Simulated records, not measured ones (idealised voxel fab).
process module | voxel gate over fins
cross-section cut | 240 nm wide | cells 5 nm
A cross-section is a grid of square cells, given in bands from the top down. A band is one or more rows of cells.
Each band's line starts with the height of the band's top and of its bottom, in nm. Then come its materials from left to right, each with its width in nm. One material with "throughout" fills the band from edge to edge. "air" is empty space.
Height 0 is the level under which the wafer as received is all one material. The lowest band goes on downwards, as in "0 down".
A width such as "30 to 40" changes by the same amount from each row of cells to the next, from the band's top row to its bottom row.
"no change" after a step means that no cell of the cross-section changed.
closed voids: empty space of 8 cells or more with no open way to the top, each as width x height at its distance from the left edge, in nm
after a step's settings: what the simulator itself notes on the step
overlay nm, on a step with a mask: how far to the right of its planned place the mask lay; to the left if negative
plan
1 op RECEIVE | material Si
2 op CONFORMAL_DEP | material SiN | thk nm 5
3 op PATTERN | tone cover | mask id FINS | material resist | width nm 15 | pitch nm 55 | thk nm 20 | overlay nm 0
4 op DIRECTIONAL_ETCH | etch materials SiN | depth nm 5
5 op DIRECTIONAL_ETCH | etch materials Si | depth nm 40
6 op STRIP | etch materials resist
7 op FILL_DEP | material SiO2 | thk nm 5
8 op CMP | height nm 5
9 op MASKED_ETCH | tone open | mask id RAIL | width nm 15 | etch materials SiO2 | depth nm 40 | overlay nm 0
10 op CONFORMAL_DEP | material TiN | thk nm 5
11 op FILL_DEP | material W | thk nm 10
12 op CMP | height nm 5
13 op SELECTIVE_ETCH | etch materials W Ru TiN | depth nm 25
14 op FILL_DEP | material SiO2 | thk nm 5
15 op CMP | height nm 5
16 op SELECTIVE_ETCH | etch materials SiO2 | depth nm 20
17 op STRIP | etch materials SiN
18 op CONFORMAL_DEP | material HfO2 | thk nm 5
19 op CONFORMAL_DEP | material TiN | thk nm 5
20 op CONFORMAL_DEP | material TiAl | thk nm 5
21 op CONFORMAL_DEP | material TiN | thk nm 5
22 op FILL_DEP | material W | thk nm 15
23 op CMP | height nm 30
24 op CONFORMAL_DEP | material SiCN | thk nm 5
as received, after step 1
  0 down: Si throughout
  closed voids: none
a wafer at the end: this start, this plan, one mistake
  35 to 30: SiCN throughout
  30 to 20: W throughout
  20 to 15: W 35 | TiN 165 | W 40
  15 to 10: W 35 | TiN 5 | TiAl 45 | TiN 10 | TiAl 45 | TiN 10 | TiAl 45 | TiN 5 | W 40
  10 to 5: W 35 | TiN 5 | TiAl 5 | TiN 35 | TiAl 5 | TiN 10 | TiAl 5 | TiN 35 | TiAl 5 | TiN 10 | TiAl 5 | TiN 35 | TiAl 5 | TiN 5 | W 40
  5 to 0: TiN 40 | TiAl 5 | TiN 5 | HfO2 25 | TiN 5 | TiAl 5 | TiN 10 | TiAl 5 | TiN 5 | HfO2 25 | TiN 5 | TiAl 5 | TiN 10 | TiAl 5 | TiN 5 | HfO2 25 | TiN 5 | TiAl 5 | TiN 45
  0 to -5: TiAl 45 | TiN 5 | HfO2 5 | Si 15 | HfO2 5 | TiN 5 | TiAl 20 | TiN 5 | HfO2 5 | Si 15 | HfO2 5 | TiN 5 | TiAl 20 | TiN 5 | HfO2 5 | Si 15 | HfO2 5 | TiN 5 | TiAl 50
  -5 to -10: TiN 50 | HfO2 5 | Si 15 | HfO2 5 | TiN 30 | HfO2 5 | Si 15 | HfO2 5 | TiN 30 | HfO2 5 | Si 15 | HfO2 5 | TiN 55
  -10 to -15: HfO2 55 | Si 15 | HfO2 40 | Si 15 | HfO2 40 | Si 15 | HfO2 60
  -15 to -20: SiO2 55 | Si 15 | SiO2 40 | Si 15 | SiO2 40 | Si 15 | SiO2 60
  -20 to -30: SiO2 55 | Si 15 | SiO2 10 | TiN 5 | W 5 | TiN 5 | SiO2 15 | Si 15 | SiO2 40 | Si 15 | SiO2 60
  -30 to -35: SiO2 55 | Si 15 | SiO2 10 | TiN 15 | SiO2 15 | Si 15 | SiO2 40 | Si 15 | SiO2 60
  -35 to -80: SiO2 55 | Si 15 | SiO2 40 | Si 15 | SiO2 40 | Si 15 | SiO2 60
  -80 down: Si throughout
  closed voids: none
what went wrong: step 5 was run twice
